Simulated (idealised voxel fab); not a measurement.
The following is a process module called voxel capacitor over wiring.
Section cut is 155 nm wide and gridded with 5 nm square cells.
Throughout this document, each cross-section is represented as a grid of square cells and is presented as a sequence of bands enumerated from the top downward, where a band comprises one or more rows of cells.
Within each band entry, the heights of the top and of the bottom of the band appear first, in that order and in nm; the materials of the band then follow from left to right, each with its corresponding width in nm. The designation "everywhere" on a single material indicates that it fills the band from edge to edge; the designation "blank" indicates empty space.
Heights are expressed relative to 0, this being the level below which the as-received wafer comprises one material exclusively. The lowest band is unbounded in the downward direction and is denoted as in "0 -> down".
With a width like "30..40", each row of cells in the band differs from the next by the same amount, the top row carrying the first number and the bottom row the second.
"all unchanged", as given for a step, is the statement that not any cell of the cross-section underwent a change during that step.
Under "Enclosed void inventory" you'll find the enclosed gaps, the ones with no way out to the top, that are 8 cells or bigger; each reads width x height at distance, with distance counted from the left edge, everything in nm.
If you see something after the settings on a step's line, that's the simulator's own remark about that step.
Regarding "overlay nm": on a step with a mask, it is the distance the mask lay to the right of its planned place; a negative value places it to the left.

PROCESS STEPS (PLANNED)
| 1 | RECEIVE, material Si |
| 2 | CONFORMAL_DEP, material SiO2, thk nm 15 |
| 3 | DIRECTIONAL_DEP, material TiN, thk nm 5 |
| 4 | DIRECTIONAL_DEP, material Ru, thk nm 15 |
| 5 | MASKED_ETCH, tone cover, mask id METAL_1, width nm 25, pitch nm 85, etch materials Ru, depth nm 15, overlay nm 0 |
| 6 | MASKED_ETCH, tone cover, mask id METAL_1, width nm 25, pitch nm 85, etch materials TiN, depth nm 5, overlay nm 0 |
| 7 | CONFORMAL_DEP, material SiN, thk nm 5 |
| 8 | FILL_DEP, material SiO2, thk nm 5 |
| 9 | CMP, height nm 35 |
| 10 | CONFORMAL_DEP, material SiCN, thk nm 5 |
| 11 | DIRECTIONAL_DEP, material lowk, thk nm 20 |
| 12 | MASKED_ETCH, tone open, mask id PLUG_1, width nm 15, etch materials lowk, depth nm 20, overlay nm 0 |
| 13 | MASKED_ETCH, tone open, mask id PLUG_1, width nm 15, etch materials SiCN, depth nm 5, overlay nm 0 |
| 14 | EPI, material Ru, thk nm 10 |
| 15 | EPI, material Ru, thk nm 10 |
| 16 | EPI, material Ru, thk nm 5 |
| 17 | DIRECTIONAL_DEP, material TiN, thk nm 5 |
| 18 | DIRECTIONAL_DEP, material SiN, thk nm 5 |
| 19 | DIRECTIONAL_DEP, material TiN, thk nm 5 |
| 20 | MASKED_ETCH, tone cover, mask id UPPER_PLATE, width nm 65, etch materials TiN, depth nm 5, overlay nm 0 |
| 21 | MASKED_ETCH, tone cover, mask id UPPER_PLATE, width nm 65, etch materials SiN, depth nm 5, overlay nm 0 |
| 22 | PATTERN, tone cover, mask id LOWER_PLATE, material resist, width nm 75, thk nm 20, overlay nm 0 |
| 23 | DIRECTIONAL_ETCH, etch materials TiN, depth nm 5 |
| 24 | STRIP, etch materials resist |
| 25 | FILL_DEP, material SiO2, thk nm 20 |
| 26 | CMP, height nm 90 |
| 27 | PATTERN, tone open, mask id PLUG_2, material resist, width nm 15, thk nm 20, overlay nm 0 |
| 28 | DIRECTIONAL_ETCH, etch materials SiO2, depth nm 15 |
| 29 | STRIP, etch materials resist |
| 30 | CONFORMAL_DEP, material TiN, thk nm 5 |
| 31 | FILL_DEP, material W, thk nm 10 |
| 32 | CMP, height nm 90 |
| 33 | CONFORMAL_DEP, material SiN, thk nm 5 |

WAFER AT RECEIPT (POST STEP 1), CROSS-SECTION
    0 -> down = Si everywhere
    Enclosed void inventory: none

HERE'S THE CROSS-SECTION OF THE FIRST OF OUR TWO WAFERS AT THE END OF THE MODULE - IT RAN AS PLANNED
    95 -> 90 = SiN everywhere
    90 -> 80 = 40 nm SiO2; 5 nm TiN; 5 nm W; 5 nm TiN; 100 nm SiO2
    80 -> 70 = 40..30 nm SiO2; 15..65 nm TiN; 100..60 nm SiO2
    70 -> 65 = 30 nm SiO2; 65 nm SiN; 60 nm SiO2
    65 -> 60 = 25 nm SiO2; 75 nm TiN; 55 nm SiO2
    60 -> 40 = 30 nm lowk; 15 nm Ru; 110 nm lowk
    40 -> 35 = 30 nm SiCN; 15 nm Ru; 110 nm SiCN
    35 -> 20 = 15 nm SiO2; 5 nm SiN; 25 nm Ru; 5 nm SiN; 50 nm SiO2; 5 nm SiN; 25 nm Ru; 5 nm SiN; 20 nm SiO2
    20 -> 15 = 20 nm SiN; 25 nm TiN; 60 nm SiN; 25 nm TiN; 25 nm SiN
    15 -> 0 = SiO2 everywhere
    0 -> down = Si everywhere
    Enclosed void inventory: none

PRESENTED HERE IS A CROSS-SECTION OF THE SECOND OF THE TWO WAFERS AS IT STOOD AT THE END OF THE MODULE. IT WAS STARTED IN THE SAME MANNER AND ASSIGNED THE SAME PLAN AS THE FIRST WAFER; HOWEVER, ONE MISTAKE WAS MADE IN ITS EXECUTION
    95 -> 90 = SiN everywhere
    90 -> 80 = 40 nm SiO2; 5 nm TiN; 5 nm W; 5 nm TiN; 100 nm SiO2
    80 -> 70 = 40..30 nm SiO2; 15..65 nm TiN; 100..60 nm SiO2
    70 -> 65 = 30 nm SiO2; 65 nm SiN; 60 nm SiO2
    65 -> 60 = 25 nm SiO2; 75 nm TiN; 55 nm SiO2
    60 -> 40 = 30 nm lowk; 15 nm Ru; 110 nm lowk
    40 -> 35 = 30 nm SiCN; 15 nm Ru; 110 nm SiCN
    35 -> 25 = 15 nm SiO2; 5 nm SiN; 25 nm Ru; 5 nm SiN; 50 nm SiO2; 5 nm SiN; 25 nm Ru; 5 nm SiN; 20 nm SiO2
    25 -> 20 = 10 nm SiO2; 10 nm SiN; 25 nm Ru; 10 nm SiN; 40 nm SiO2; 10 nm SiN; 25 nm Ru; 10 nm SiN; 15 nm SiO2
    20 -> 15 = 15 nm SiN; 35 nm TiN; 50 nm SiN; 35 nm TiN; 20 nm SiN
    15 -> 0 = SiO2 everywhere
    0 -> down = Si everywhere
    Enclosed void inventory: none
In executing the process, a mistake was made relative to the plan: step 6 changed vs plan, executed as MASKED_ETCH, tone cover, mask id METAL_1, width nm 35, pitch nm 85, etch materials TiN, depth nm 5, overlay nm 0
At the finish, the second wafer shows more or fewer cells for some materials than the first does: 4 fewer of SiO2, 4 more of TiN
